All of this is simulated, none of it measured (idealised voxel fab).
voxel wiring stack: a process module
Section shown: cut. Width: 240 nm. Cell size: 5 nm, square.
A cross-section is a grid of square cells, given in bands from the top down. A band is one or more rows of cells. Within each band entry, the heights of the top and of the bottom of the band appear first, in that order and in nm; the materials of the band then follow from left to right, each with its corresponding width in nm. The designation "all across" on a single material indicates that it fills the band from edge to edge; the designation "air" indicates empty space. Ref level 0: as-received wafer is one material below here. Bottom band extends down with no lower bound ("top 0, no bottom"). Width "30->40": first value at the band's top row of cells, second value at its bottom row, equal change from row to row. No cell of the cross-section changed in a step that is given as "identical to before". "Unvented cavities" lists enclosed empty spaces (at least 8 cells, no open path upward to the top), each as width x height at distance from the left edge, in nm. What comes after the settings on a step's line is commentary from the simulator itself on that step. overlay nm: right-of-plan distance of the mask on a masked step; negative values mean left-of-plan.

## Planned step list for the process
1: RECEIVE: material Si
2: CONFORMAL_DEP: material SiO2, thk nm 15
3: CONFORMAL_DEP: material SiN, thk nm 5
4: DIRECTIONAL_DEP: material SiO2, thk nm 15
5: PATTERN: tone open, mask id METAL_1, material resist, width nm 30, pitch nm 50, thk nm 20, overlay nm 0
6: DIRECTIONAL_ETCH: etch materials SiO2, depth nm 15
7: DIRECTIONAL_ETCH: etch materials SiN, depth nm 5
8: STRIP: etch materials resist
9: CONFORMAL_DEP: material TiN, thk nm 5
10: FILL_DEP: material Cu, thk nm 10
11: CMP: height nm 35
12: EPI: material Ru, thk nm 5
13: FILL_DEP: material SiCN, thk nm 5
14: DIRECTIONAL_DEP: material lowk, thk nm 25
15: DIRECTIONAL_DEP: material aC, thk nm 15
16: PATTERN: tone open, mask id METAL_2, material resist, width nm 30, pitch nm 50, thk nm 35, overlay nm 0
17: DIRECTIONAL_ETCH: etch materials aC, depth nm 15
18: STRIP: etch materials resist
19: DIRECTIONAL_ETCH: etch materials lowk, depth nm 15
20: STRIP: etch materials aC
21: PATTERN: tone open, mask id METAL_2_HOLES, material resist, width nm 15, thk nm 15, overlay nm 0
22: DIRECTIONAL_ETCH: etch materials lowk, depth nm 10
23: DIRECTIONAL_ETCH: etch materials SiCN, depth nm 5
24: STRIP: etch materials resist
25: CONFORMAL_DEP: material TiN, thk nm 5
26: FILL_DEP: material Ru, thk nm 10
27: CMP: height nm 70
28: CONFORMAL_DEP: material SiN, thk nm 5

## Incoming wafer in cross-section (state: after step 1)
    top 0, no bottom = Si all across
    Unvented cavities: none

## Module complete - cross-section of the first of two wafers, run according to plan
    top 75, bottom 70 = SiN all across
    top 70, bottom 60 = 80 lowk  5 TiN  20 Ru  5 TiN  20 lowk  5 TiN  20 Ru  5 TiN  80 lowk
    top 60, bottom 55 = 80 lowk  5 TiN  5 Ru  20 TiN  20 lowk  30 TiN  80 lowk
    top 55, bottom 45 = 80 lowk  5 TiN  5 Ru  5 TiN  145 lowk
    top 45, bottom 40 = 80 SiCN  15 TiN  145 SiCN
    top 40, bottom 35 = 75 SiCN  40 Ru  10 SiCN  40 Ru  75 SiCN
    top 35, bottom 20 = 80 SiO2  5 TiN  20 Cu  5 TiN  20 SiO2  5 TiN  20 Cu  5 TiN  80 SiO2
    top 20, bottom 15 = 80 SiN  30 TiN  20 SiN  30 TiN  80 SiN
    top 15, bottom 0 = SiO2 all across
    top 0, no bottom = Si all across
    Unvented cavities: none

## Cross-section at end of module for the second wafer of two, which matched the first in starting point and plan and differed by one mistake in its processing
    top 75, bottom 70 = SiN all across
    top 70, bottom 60 = 80 lowk  5 TiN  20 Ru  5 TiN  20 lowk  5 TiN  20 Ru  5 TiN  80 lowk
    top 60, bottom 55 = 80 lowk  5 TiN  5 Ru  20 TiN  20 lowk  30 TiN  80 lowk
    top 55, bottom 45 = 80 lowk  5 TiN  5 Ru  5 TiN  145 lowk
    top 45, bottom 40 = 80 SiCN  15 TiN  145 SiCN
    top 40, bottom 35 = Ru all across
    top 35, bottom 30 = Cu all across
    top 30, bottom 25 = 85 TiN  20 Cu  30 TiN  20 Cu  85 TiN
    top 25, bottom 20 = 80 SiO2  5 TiN  20 Cu  5 TiN  20 SiO2  5 TiN  20 Cu  5 TiN  80 SiO2
    top 20, bottom 15 = 80 SiN  30 TiN  20 SiN  30 TiN  80 SiN
    top 15, bottom 0 = SiO2 all across
    top 0, no bottom = Si all across
    Unvented cavities: none
What was the processing mistake? step 4 off recipe, ran as DIRECTIONAL_DEP: material SiO2, thk nm 5
Final wafer comparison in cells, second versus first, more or fewer per material: Cu: 40 more; Ru: 32 more; SiCN: 32 fewer; SiO2: 72 fewer; TiN: 32 more
